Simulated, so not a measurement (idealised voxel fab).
Name of the process module below: voxel ribs on slabs
Each square cell in cross-section cut measures 5 nm, and the section as a whole is 215 nm wide.
Heads up, the way a cross-section reads in here is a grid of square cells, handed over as bands from the top down, with every band being one or more rows of cells.
Heights first: top, then bottom, in nm. Then materials, left to right, each with a width in nm. "full width" on a single material: fills the band edge to edge. "empty": empty space.
The level at which height equals 0 is the one under which the wafer, as it arrives, is entirely one material. No lower edge exists for the bottom band, which continues downward and is notated as in "from 0 down".
Per-row width for "30->40": begins at first number (top row of band), ends at second number (bottom row), increment between rows held constant.
Key: "no modification" - step with no changed cell in the cross-section.
Under "Enclosed void list" you'll find the enclosed gaps, the ones with no way out to the top, that are 8 cells or bigger; each reads width x height at distance, with distance counted from the left edge, everything in nm.
Where a step's line continues beyond its settings, the continuation is a remark by the simulator itself on that step.
overlay nm: right-of-plan distance of the mask on a masked step; negative values mean left-of-plan.

**The steps planned for the process are as follows**
1. RECEIVE | material Si
2. DIRECTIONAL_DEP | material SiO2 | thk nm 30
3. DIRECTIONAL_DEP | material polySi | thk nm 25
4. DIRECTIONAL_DEP | material aC | thk nm 15
5. PATTERN | tone cover | mask id RIB | material resist | width nm 15 | thk nm 35 | overlay nm 0
6. DIRECTIONAL_ETCH | etch materials aC | depth nm 15
7. STRIP | etch materials resist
8. DIRECTIONAL_ETCH | etch materials polySi | depth nm 20
9. STRIP | etch materials aC
10. DIRECTIONAL_DEP | material aC | thk nm 10
11. PATTERN | tone cover | mask id SLAB | material resist | width nm 55 | thk nm 30 | overlay nm 0
12. DIRECTIONAL_ETCH | etch materials aC | depth nm 10
13. STRIP | etch materials resist
14. DIRECTIONAL_ETCH | etch materials polySi | depth nm 5
15. STRIP | etch materials aC
16. FILL_DEP | material SiO2 | thk nm 25
17. CMP | height nm 70
18. DIRECTIONAL_DEP | material W | thk nm 5
19. MASKED_ETCH | tone cover | mask id HEATER | width nm 25 | etch materials W | depth nm 5 | overlay nm 0
20. CONFORMAL_DEP | material SiN | thk nm 5

**So this is the incoming wafer in cross-section - it's already been through step 1**
    from 0 down  Si full width
    Enclosed void list: none

**Cross-section: first of two wafers, module finished, run according to plan**
    from 80 to 75  empty=90; SiN=35; empty=90
    from 75 to 70  SiN=95; W=25; SiN=95
    from 70 to 55  SiO2 full width
    from 55 to 35  SiO2=100; polySi=15; SiO2=100
    from 35 to 30  SiO2=80; polySi=55; SiO2=80
    from 30 to 0  SiO2 full width
    from 0 down  Si full width
    Enclosed void list: none

**Cross-section of the latter of the two wafers at module completion. It had an identical start and an identical plan to the former; in running it, one mistake was made**
    from 80 to 75  empty=90; SiN=35; empty=90
    from 75 to 70  SiN=95; W=25; SiN=95
    from 70 to 55  SiO2 full width
    from 55 to 50  SiO2=80; polySi=20; SiO2=15; polySi=20; SiO2=80
    from 50 to 35  polySi=100; SiO2=15; polySi=100
    from 35 to 30  polySi full width
    from 30 to 0  SiO2 full width
    from 0 down  Si full width
    Enclosed void list: none
Plan not followed: the process deviated at step 5: the operation and settings actually run there were PATTERN | tone open | mask id RIB | material resist | width nm 15 | thk nm 35 | overlay nm 0
Once processing is complete, comparing cell counts shows that the second wafer has more or fewer of certain materials than the first: -148 SiO2; +148 polySi
